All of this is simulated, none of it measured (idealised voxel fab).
The process module presented herein is designated voxel air gaps.
In the cross-section labelled cut, the width is 245 nm and each square cell is 5 nm.
Square cells in a grid make up a cross-section in this document, and the grid is given as bands, listed from the top down, each one or more rows of cells.
In this notation a band is specified by the heights of its top and bottom, in that order and in nm, after which its materials appear from left to right, each paired with its width in nm. The word "full width" attached to a single material means that material fills the band from edge to edge; the word "air" stands for empty space.
Convention: height 0 is the level below which the wafer, as received, is all one material. The lowest band does not terminate at the bottom but continues downward, represented as "top 0, no bottom".
Width: "30->40" (first number = top row, second number = bottom row, same change from row to row of cells).
"no alterations made" for a step: no cell of the cross-section changed in that step.
If an empty space has no open way to the top and is at least 8 cells in size, "Unvented voids" lists it, written width x height at distance, where distance is measured from the left edge and every value is in nm.
after a step's settings: what the simulator itself notes on the step
If you see "overlay nm" on a step's line and that step has a mask, it's telling you how far right of where it was planned the mask ended up; a negative number means it went left instead.
[The planned process steps are enumerated hereunder]
1 RECEIVE, material Si
2 CONFORMAL_DEP, material SiO2, thk nm 10
3 CONFORMAL_DEP, material SiCN, thk nm 5
4 DIRECTIONAL_DEP, material SiO2, thk nm 40
5 MASKED_ETCH, tone open, mask id LINES, width nm 25, pitch nm 50, etch materials SiO2, depth nm 40, overlay nm 0
6 CONFORMAL_DEP, material TiN, thk nm 5
7 FILL_DEP, material W, thk nm 5
8 CMP, height nm 55
9 EPI, material Ru, thk nm 10
10 SELECTIVE_ETCH, etch materials SiO2, depth nm 50
11 CONFORMAL_DEP, material SiCN, thk nm 5
[as received, after step 1]
    top 0, no bottom: Si full width
    Unvented voids: none
[Result of the module, cross-sectioned: start per above, plan per above, one error in how it was run]
    top 70, bottom 65: air: 45, then SiCN: 160, then air: 40
    top 65, bottom 55: air: 45, then SiCN: 5, then Ru: 150, then SiCN: 5, then air: 40
    top 55, bottom 50: air: 45, then SiCN: 15, then TiN: 5, then W: 20, then TiN: 5, then SiO2: 20, then TiN: 5, then W: 20, then TiN: 5, then SiO2: 20, then TiN: 5, then W: 20, then TiN: 5, then SiCN: 15, then air: 40
    top 50, bottom 20: air: 55, then SiCN: 5, then TiN: 5, then W: 20, then TiN: 5, then SiO2: 20, then TiN: 5, then W: 20, then TiN: 5, then SiO2: 20, then TiN: 5, then W: 20, then TiN: 5, then SiCN: 5, then air: 50
    top 20, bottom 15: SiCN: 60, then TiN: 30, then SiO2: 20, then TiN: 30, then SiO2: 20, then TiN: 30, then SiCN: 55
    top 15, bottom 10: SiCN full width
    top 10, bottom 0: SiO2 full width
    top 0, no bottom: Si full width
    Unvented voids: none
Processing error: step 5: run off-plan, actual operation and settings MASKED_ETCH, tone open, mask id LINES, width nm 30, pitch nm 50, etch materials SiO2, depth nm 40, overlay nm 0
